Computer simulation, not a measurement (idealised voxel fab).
process module | voxel trench capacitor
cross-section cut | 200 nm wide | cells 5 nm
A cross-section is a grid of square cells, given in bands from the top down. A band is one or more rows of cells.
Each band's line starts with the height of the band's top and of its bottom, in nm. Then come its materials from left to right, each with its width in nm. One material with "throughout" fills the band from edge to edge. "air" is empty space.
Height 0 is the level under which the wafer as received is all one material. The lowest band goes on downwards, as in "0 down".
A width such as "30 to 40" changes by the same amount from each row of cells to the next, from the band's top row to its bottom row.
"no change" after a step means that no cell of the cross-section changed.
closed voids: empty space of 8 cells or more with no open way to the top, each as width x height at its distance from the left edge, in nm
after a step's settings: what the simulator itself notes on the step
overlay nm, on a step with a mask: how far to the right of its planned place the mask lay; to the left if negative
plan
1 op RECEIVE | material Si
2 op CONFORMAL_DEP | material SiN | thk nm 5
3 op DIRECTIONAL_DEP | material aC | thk nm 5
4 op PATTERN | tone open | mask id TRENCH | material resist | width nm 25 | pitch nm 55 | thk nm 30 | overlay nm 0
5 op DIRECTIONAL_ETCH | etch materials aC | depth nm 10
6 op STRIP | etch materials resist
7 op DIRECTIONAL_ETCH | etch materials SiN | depth nm 5
8 op DIRECTIONAL_ETCH | etch materials Si | depth nm 35
9 op STRIP | etch materials aC
10 op CONFORMAL_DEP | material Al2O3 | thk nm 5
11 op FILL_DEP | material polySi | thk nm 5
12 op CMP | height nm 5
varied across the wafers: thk nm of step 3. The plan shows the first wafer's value. All wafers start alike
first wafer as received, after step 1
  0 down: Si throughout
  closed voids: none
each wafer at the end: cells of each material gained (+) or lost (-) since it was received, then its closed voids
thk nm 5 | +38 Al2O3 | -70 Si | +30 SiN | +42 polySi | closed voids: none
thk nm 10 | +38 Al2O3 | -70 Si | +30 SiN | +42 polySi | closed voids: none
thk nm 15 | +40 SiN | closed voids: none
thk nm 20 | +40 SiN | closed voids: none
thk nm 25 | +40 SiN | closed voids: none
